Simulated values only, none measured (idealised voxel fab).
The name of this process module is voxel released beams.
Each square cell in cross-section cut measures 5 nm, and the section as a whole is 175 nm wide.
In what follows, cross-sections appear as grids of square cells, described through bands that run from the top down, where every band is one or more rows of cells.
Read a band's entry like this: the first values are the height of its top and the height of its bottom in nm, and what follows is the sequence of materials from left to right, each with its width in nm. Note that "air" is empty space, and that a single material marked "everywhere" reaches across the band from edge to edge.
Heights are expressed relative to 0, this being the level below which the as-received wafer comprises one material exclusively. The lowest band is unbounded in the downward direction and is denoted as in "0 and below".
The expression "30 to 40" gives the width at the extremes of the band, the first number at its top row of cells and the second at its bottom row, with the width changing by equal amounts from each row to the next in between.
"remained unchanged" (step): cross-section cells unchanged, all of them.
Look at "Fully closed voids" for the closed voids: empty spaces with no open path to the top, sized 8 cells or up. Each is width x height at distance, distance from the left edge, all nm.
Where a step's line continues beyond its settings, the continuation is a remark by the simulator itself on that step.
overlay nm: mask offset rightward from planned place, masked step; negative means leftward offset.
Listed below are the process steps as planned:
1 RECEIVE, material Si
2 CONFORMAL_DEP, material SiN, thk nm 10
3 DIRECTIONAL_DEP, material SiO2, thk nm 20
4 MASKED_ETCH, tone open, mask id ANCHOR, width nm 35, etch materials SiO2, depth nm 20, overlay nm 0
5 CONFORMAL_DEP, material W, thk nm 10
6 MASKED_ETCH, tone cover, mask id BEAM, width nm 110, etch materials W, depth nm 10, overlay nm 0
7 STRIP, etch materials SiO2
as received, after step 1:
0 and below: Si everywhere
Fully closed voids: none
The first of the two wafers as seen in cross-section once the module was finished; processing followed the plan:
40 down to 30: 30 nm air; 15 nm W; 15 nm air; 80 nm W; 35 nm air
30 down to 20: 35 nm air; 10 nm W; 15 nm air; 10 nm W; 105 nm air
20 down to 10: 35 nm air; 35 nm W; 105 nm air
10 down to 0: SiN everywhere
0 and below: Si everywhere
Fully closed voids: none
Second of two wafers, module complete, sectioned: it shares the first wafer's start and plan but was run with one mistake:
40 down to 30: 30 nm air; 15 nm W; 15 nm air; 80 nm W; 35 nm air
30 down to 20: 35 nm air; 10 nm W; 15 nm air; 10 nm W; 105 nm air
20 down to 10: 35 nm air; 35 nm W; 105 nm air
10 down to 0: W everywhere
0 and below: Si everywhere
Fully closed voids: none
Where did the run depart from the plan? step 2 did not happen as planned, as run it was CONFORMAL_DEP, material W, thk nm 10
FYI, end of process, the second wafer has more or fewer cells of some materials than the first: 70 fewer of SiN | 70 more of W
